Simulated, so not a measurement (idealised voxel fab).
The process module that follows is named voxel ribs on slabs.
Xsec cut, 140 nm wide, square cell size 5 nm.
Square cells in a grid make up a cross-section in this document, and the grid is given as bands, listed from the top down, each one or more rows of cells.
It is stipulated that each band's entry specify, in nanometres, the height of the top of the band and then that of its bottom, followed by the materials of the band in left-to-right sequence, each together with its width in nanometres. A single material marked by the word "edge to edge" is understood to fill the band from edge to edge; the word "air" is understood to denote empty space.
All heights in this document are referenced to 0, defined as the level beneath which the wafer, as received, consists entirely of one material. The lowest band is not bounded below; it extends indefinitely downward and is written in the form "0 -> down".
With a width like "30..40", each row of cells in the band differs from the next by the same amount, the top row carrying the first number and the bottom row the second.
You'll sometimes find "no modifications" written for a step, and that's the way of saying that nowhere in the cross-section did a cell change during that step.
Closed empty spaces (no open way to the top) of 8 cells or more are what "Entrapped voids" lists, each as width x height at distance from the left edge, nm for all three.
The remark found on a step's line after its settings is issued by the simulator itself and pertains to that step.
overlay nm: right-of-plan distance of the mask on a masked step; negative values mean left-of-plan.
HERE'S WHAT THE PLANNED PROCESS STEPS LOOK LIKE
step 1: RECEIVE | material Si
step 2: DIRECTIONAL_DEP | material SiO2 | thk nm 25
step 3: DIRECTIONAL_DEP | material polySi | thk nm 15
step 4: DIRECTIONAL_DEP | material aC | thk nm 10
step 5: PATTERN | tone cover | mask id RIB | material resist | width nm 25 | thk nm 30 | overlay nm 0
step 6: DIRECTIONAL_ETCH | etch materials aC | depth nm 10
step 7: STRIP | etch materials resist
step 8: DIRECTIONAL_ETCH | etch materials polySi | depth nm 10
step 9: STRIP | etch materials aC
step 10: DIRECTIONAL_DEP | material aC | thk nm 10
step 11: PATTERN | tone cover | mask id SLAB | material resist | width nm 65 | thk nm 30 | overlay nm 0
step 12: DIRECTIONAL_ETCH | etch materials aC | depth nm 10
step 13: STRIP | etch materials resist
step 14: DIRECTIONAL_ETCH | etch materials polySi | depth nm 5
step 15: STRIP | etch materials aC
step 16: FILL_DEP | material SiO2 | thk nm 25
step 17: CMP | height nm 60
step 18: DIRECTIONAL_DEP | material TiN | thk nm 10
step 19: DIRECTIONAL_DEP | material aC | thk nm 10
step 20: PATTERN | tone cover | mask id HEATER | material resist | width nm 35 | thk nm 25 | overlay nm 0
step 21: DIRECTIONAL_ETCH | etch materials aC | depth nm 10
step 22: STRIP | etch materials resist
step 23: DIRECTIONAL_ETCH | etch materials TiN | depth nm 10
step 24: STRIP | etch materials aC
step 25: CONFORMAL_DEP | material SiO2 | thk nm 10
ACCOUNT OF THE FIRST OF TWO WAFERS, WHICH WAS PROCESSED AS INTENDED
HERE'S WHAT THE WAFER LOOKED LIKE IN CROSS-SECTION WHEN IT ARRIVED - THAT'S AFTER STEP 1
0 -> down: Si edge to edge
Entrapped voids: none
STEP 2 DONE - WAFER CROSS-SECTION
25 -> 0: SiO2 edge to edge
Under 0: no change, same as before.
STEP 3 DONE - WAFER CROSS-SECTION
40 -> 25: polySi edge to edge
Under 25: no change, same as before.
STEP 4 DONE - WAFER CROSS-SECTION
50 -> 40: aC edge to edge
Under 40: no change, same as before.
STEP 5 DONE - WAFER CROSS-SECTION
80 -> 50: air 55 / resist 25 / air 60
Under 50: no change, same as before.
STEP 6 DONE - WAFER CROSS-SECTION
70 -> 50: air 55 / resist 25 / air 60
50 -> 40: air 55 / aC 25 / air 60
Under 40: no change, same as before.
STEP 7 DONE - WAFER CROSS-SECTION
50 -> 40: air 55 / aC 25 / air 60
Under 40: no change, same as before.
STEP 8 DONE - WAFER CROSS-SECTION
50 -> 40: air 55 / aC 25 / air 60
40 -> 30: air 55 / polySi 25 / air 60
Under 30: no change, same as before.
STEP 9 DONE - WAFER CROSS-SECTION
40 -> 30: air 55 / polySi 25 / air 60
Under 30: no change, same as before.
STEP 10 DONE - WAFER CROSS-SECTION
50 -> 40: air 55 / aC 25 / air 60
40 -> 30: aC 55 / polySi 25 / aC 60
Under 30: no change, same as before.
STEP 11 DONE - WAFER CROSS-SECTION
80 -> 50: air 35 / resist 65 / air 40
50 -> 40: air 35 / resist 20 / aC 25 / resist 20 / air 40
Under 40: no change, same as before.
STEP 12 DONE - WAFER CROSS-SECTION
70 -> 50: air 35 / resist 65 / air 40
50 -> 40: air 35 / resist 20 / aC 25 / resist 20 / air 40
40 -> 30: air 35 / aC 20 / polySi 25 / aC 20 / air 40
Under 30: no change, same as before.
STEP 13 DONE - WAFER CROSS-SECTION
50 -> 40: air 55 / aC 25 / air 60
Under 40: no change, same as before.
STEP 14 DONE - WAFER CROSS-SECTION
50 -> 40: air 55 / aC 25 / air 60
40 -> 30: air 35 / aC 20 / polySi 25 / aC 20 / air 40
30 -> 25: air 35 / polySi 65 / air 40
Under 25: no change, same as before.
STEP 15 DONE - WAFER CROSS-SECTION
40 -> 30: air 55 / polySi 25 / air 60
Under 30: no change, same as before.
STEP 16 DONE - WAFER CROSS-SECTION
65 -> 40: SiO2 edge to edge
40 -> 30: SiO2 55 / polySi 25 / SiO2 60
30 -> 25: SiO2 35 / polySi 65 / SiO2 40
Under 25: no change, same as before.
STEP 17 DONE - WAFER CROSS-SECTION
60 -> 40: SiO2 edge to edge
Under 40: no change, same as before.
STEP 18 DONE - WAFER CROSS-SECTION
70 -> 60: TiN edge to edge
Under 60: no change, same as before.
STEP 19 DONE - WAFER CROSS-SECTION
80 -> 70: aC edge to edge
Under 70: no change, same as before.
STEP 20 DONE - WAFER CROSS-SECTION
105 -> 80: air 50 / resist 35 / air 55
Under 80: no change, same as before.
STEP 21 DONE - WAFER CROSS-SECTION
95 -> 80: air 50 / resist 35 / air 55
80 -> 70: air 50 / aC 35 / air 55
Under 70: no change, same as before.
STEP 22 DONE - WAFER CROSS-SECTION
80 -> 70: air 50 / aC 35 / air 55
Under 70: no change, same as before.
STEP 23 DONE - WAFER CROSS-SECTION
80 -> 70: air 50 / aC 35 / air 55
70 -> 60: air 50 / TiN 35 / air 55
Under 60: no change, same as before.
STEP 24 DONE - WAFER CROSS-SECTION
70 -> 60: air 50 / TiN 35 / air 55
Under 60: no change, same as before.
STEP 25 DONE - WAFER CROSS-SECTION
80 -> 70: air 40 / SiO2 55 / air 45
70 -> 60: SiO2 50 / TiN 35 / SiO2 55
Under 60: no change, same as before.
SECOND WAFER - SHARED START AND PLAN WITH THE FIRST - ONE ERROR IN RUNNING - SAME AS THE FIRST UP TO STEP 10 INCLUSIVE
CROSS-SECTION OF THE SECOND WAFER AT THE TIME BY WHICH STEP 11 SHOULD HAVE BEEN COMPLETED ACCORDING TO THE PLAN
80 -> 50: resist 35 / air 65 / resist 40
50 -> 40: resist 35 / air 20 / aC 25 / air 20 / resist 40
Under 40: no change, same as before.
CROSS-SECTION OF THE SECOND WAFER AT THE TIME BY WHICH STEP 12 SHOULD HAVE BEEN COMPLETED ACCORDING TO THE PLAN
70 -> 40: resist 35 / air 65 / resist 40
40 -> 30: aC 35 / air 20 / polySi 25 / air 20 / aC 40
Under 30: no change, same as before.
CROSS-SECTION OF THE SECOND WAFER AT THE TIME BY WHICH STEP 13 SHOULD HAVE BEEN COMPLETED ACCORDING TO THE PLAN
40 -> 30: aC 35 / air 20 / polySi 25 / air 20 / aC 40
Under 30: no change, same as before.
CROSS-SECTION OF THE SECOND WAFER AT THE TIME BY WHICH STEP 14 SHOULD HAVE BEEN COMPLETED ACCORDING TO THE PLAN
40 -> 35: aC 35 / air 65 / aC 40
35 -> 30: aC 35 / air 20 / polySi 25 / air 20 / aC 40
30 -> 25: polySi 35 / air 20 / polySi 25 / air 20 / polySi 40
Under 25: no change, same as before.
CROSS-SECTION OF THE SECOND WAFER AT THE TIME BY WHICH STEP 15 SHOULD HAVE BEEN COMPLETED ACCORDING TO THE PLAN
35 -> 30: air 55 / polySi 25 / air 60
Under 30: no change, same as before.
CROSS-SECTION OF THE SECOND WAFER AT THE TIME BY WHICH STEP 16 SHOULD HAVE BEEN COMPLETED ACCORDING TO THE PLAN
60 -> 35: SiO2 edge to edge
35 -> 30: SiO2 55 / polySi 25 / SiO2 60
30 -> 25: polySi 35 / SiO2 20 / polySi 25 / SiO2 20 / polySi 40
Under 25: no change, same as before.
Cross-section of the second wafer at the time by which step 17 should have been completed according to the plan: no modifications
CROSS-SECTION OF THE SECOND WAFER AT THE TIME BY WHICH STEP 18 SHOULD HAVE BEEN COMPLETED ACCORDING TO THE PLAN
70 -> 60: TiN edge to edge
Under 60: no change, same as before.
CROSS-SECTION OF THE SECOND WAFER AT THE TIME BY WHICH STEP 19 SHOULD HAVE BEEN COMPLETED ACCORDING TO THE PLAN
80 -> 70: aC edge to edge
Under 70: no change, same as before.
CROSS-SECTION OF THE SECOND WAFER AT THE TIME BY WHICH STEP 20 SHOULD HAVE BEEN COMPLETED ACCORDING TO THE PLAN
105 -> 80: air 50 / resist 35 / air 55
Under 80: no change, same as before.
CROSS-SECTION OF THE SECOND WAFER AT THE TIME BY WHICH STEP 21 SHOULD HAVE BEEN COMPLETED ACCORDING TO THE PLAN
95 -> 80: air 50 / resist 35 / air 55
80 -> 70: air 50 / aC 35 / air 55
Under 70: no change, same as before.
CROSS-SECTION OF THE SECOND WAFER AT THE TIME BY WHICH STEP 22 SHOULD HAVE BEEN COMPLETED ACCORDING TO THE PLAN
80 -> 70: air 50 / aC 35 / air 55
Under 70: no change, same as before.
CROSS-SECTION OF THE SECOND WAFER AT THE TIME BY WHICH STEP 23 SHOULD HAVE BEEN COMPLETED ACCORDING TO THE PLAN
80 -> 70: air 50 / aC 35 / air 55
70 -> 60: air 50 / TiN 35 / air 55
Under 60: no change, same as before.
CROSS-SECTION OF THE SECOND WAFER AT THE TIME BY WHICH STEP 24 SHOULD HAVE BEEN COMPLETED ACCORDING TO THE PLAN
70 -> 60: air 50 / TiN 35 / air 55
Under 60: no change, same as before.
CROSS-SECTION OF THE SECOND WAFER AT THE TIME BY WHICH STEP 25 SHOULD HAVE BEEN COMPLETED ACCORDING TO THE PLAN
80 -> 70: air 40 / SiO2 55 / air 45
70 -> 60: SiO2 50 / TiN 35 / SiO2 55
Under 60: no change, same as before.
Error vs. plan: step 11 deviated from plan and actually ran as PATTERN | tone open | mask id SLAB | material resist | width nm 65 | thk nm 30 | overlay nm 0
Final comparison by cell count, materials where the second wafer has more or fewer than the first: SiO2: 2 fewer; polySi: 2 more
